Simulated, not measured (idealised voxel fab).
The name of this process module is voxel tone inversion.
FYI the section here is cut, 280 nm wide, cells are 5 nm squares.
A cross-section is a grid of square cells, given in bands from the top down. A band is one or more rows of cells. Band: top and bottom heights (nm) first, top before bottom; then materials from left to right, widths in nm. "edge to edge" marks a sole material filling the band edge to edge. "air" denotes empty space. Note: height 0 marks the level under which the wafer is uniformly one material as received. Lowest band unbounded below, written "0 -> down". The expression "30->40" gives the width at the extremes of the band, the first number at its top row of cells and the second at its bottom row, with the width changing by equal amounts from each row to the next in between. Where a step carries "nothing got changed", the cross-section came out of it unchanged, cell for cell. Heads up: "Entrapped voids" only lists the empty pockets with no open path to the top that are 8 cells or more, and it writes them as width x height at distance, distance from the left edge, in nm. after a step's settings: what the simulator itself notes on the step. Among the settings permitted on a step's line is "overlay nm"; applied to a step with a mask, it specifies the extent to which the mask lay to the right of its planned position, whereas a negative figure signifies a position to the left.
## Steps in the process plan
1) op RECEIVE | material Si
2) op CONFORMAL_DEP | material SiN | thk nm 10
3) op DIRECTIONAL_DEP | material aC | thk nm 20
4) op PATTERN | tone cover | mask id POSTS | material resist | width nm 25 | pitch nm 40 | thk nm 25 | overlay nm 0
5) op DIRECTIONAL_ETCH | etch materials aC | depth nm 20
6) op STRIP | etch materials resist
7) op FILL_DEP | material lowk | thk nm 5
8) op CMP | height nm 30
9) op STRIP | etch materials aC
10) op CONFORMAL_DEP | material TiN | thk nm 5
11) op FILL_DEP | material Ru | thk nm 5
12) op CMP | height nm 30
13) op CONFORMAL_DEP | material SiN | thk nm 5
## as received, after step 1
* 0 -> down: Si edge to edge
* Entrapped voids: none
## first wafer at the end, as planned
* 35 -> 30: SiN edge to edge
* 30 -> 15: lowk=85 / TiN=5 / Ru=15 / TiN=5 / lowk=15 / TiN=5 / Ru=15 / TiN=5 / lowk=15 / TiN=5 / Ru=15 / TiN=5 / lowk=90
* 15 -> 10: lowk=85 / TiN=25 / lowk=15 / TiN=25 / lowk=15 / TiN=25 / lowk=90
* 10 -> 0: SiN edge to edge
* 0 -> down: Si edge to edge
* Entrapped voids: none
## Second wafer of the two, sectioned at the end of the module. It began like the first and followed the same plan, but one mistake was made while running it
* 35 -> 30: SiN edge to edge
* 30 -> 15: Ru=80 / TiN=5 / lowk=25 / TiN=5 / Ru=5 / TiN=5 / lowk=25 / TiN=5 / Ru=5 / TiN=5 / lowk=25 / TiN=5 / Ru=85
* 15 -> 10: TiN=85 / lowk=25 / TiN=15 / lowk=25 / TiN=15 / lowk=25 / TiN=90
* 10 -> 0: SiN edge to edge
* 0 -> down: Si edge to edge
* Entrapped voids: none
Short version of what went wrong: step 4 changed vs plan, executed as op PATTERN | tone open | mask id POSTS | material resist | width nm 25 | pitch nm 40 | thk nm 25 | overlay nm 0
Counted in cells at the end, the second wafer holds more or fewer of these materials than the first: Ru: 78 more | TiN: 26 more | lowk: 104 fewer
